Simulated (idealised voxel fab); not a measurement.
process module | voxel ribs on slabs
cross-section cut | 190 nm wide | cells 5 nm
A cross-section is a grid of square cells, given in bands from the top down. A band is one or more rows of cells.
Each band's line starts with the height of the band's top and of its bottom, in nm. Then come its materials from left to right, each with its width in nm. One material with "throughout" fills the band from edge to edge. "air" is empty space.
Height 0 is the level under which the wafer as received is all one material. The lowest band goes on downwards, as in "0 down".
A width such as "30 to 40" changes by the same amount from each row of cells to the next, from the band's top row to its bottom row.
"no change" after a step means that no cell of the cross-section changed.
closed voids: empty space of 8 cells or more with no open way to the top, each as width x height at its distance from the left edge, in nm
after a step's settings: what the simulator itself notes on the step
overlay nm, on a step with a mask: how far to the right of its planned place the mask lay; to the left if negative
plan
1 op RECEIVE | material Si
2 op DIRECTIONAL_DEP | material SiO2 | thk nm 30
3 op DIRECTIONAL_DEP | material SiN | thk nm 25
4 op MASKED_ETCH | tone cover | mask id RIB | width nm 20 | etch materials SiN | depth nm 15 | overlay nm 0
5 op MASKED_ETCH | tone cover | mask id SLAB | width nm 50 | etch materials SiN | depth nm 10 | overlay nm 0
6 op FILL_DEP | material SiO2 | thk nm 15
7 op CMP | height nm 65
8 op DIRECTIONAL_DEP | material TiN | thk nm 10
9 op PATTERN | tone cover | mask id HEATER | material resist | width nm 30 | thk nm 20 | overlay nm -15
10 op DIRECTIONAL_ETCH | etch materials TiN | depth nm 10
11 op STRIP | etch materials resist
12 op CONFORMAL_DEP | material SiN | thk nm 10
varied across the wafers: overlay nm of step 9. The plan shows the first wafer's value. All wafers start alike
first wafer as received, after step 1
  0 down: Si throughout
  closed voids: none
each wafer at the end: cells of each material gained (+) or lost (-) since it was received, then its closed voids
overlay nm -15 | +116 SiN | +462 SiO2 | +12 TiN | closed voids: none
overlay nm -10 | +116 SiN | +462 SiO2 | +12 TiN | closed voids: none
overlay nm -5 | +116 SiN | +462 SiO2 | +12 TiN | closed voids: none
overlay nm 0 | +116 SiN | +462 SiO2 | +12 TiN | closed voids: none
overlay nm 5 | +116 SiN | +462 SiO2 | +12 TiN | closed voids: none
overlay nm 10 | +116 SiN | +462 SiO2 | +12 TiN | closed voids: none
overlay nm 15 | +116 SiN | +462 SiO2 | +12 TiN | closed voids: none
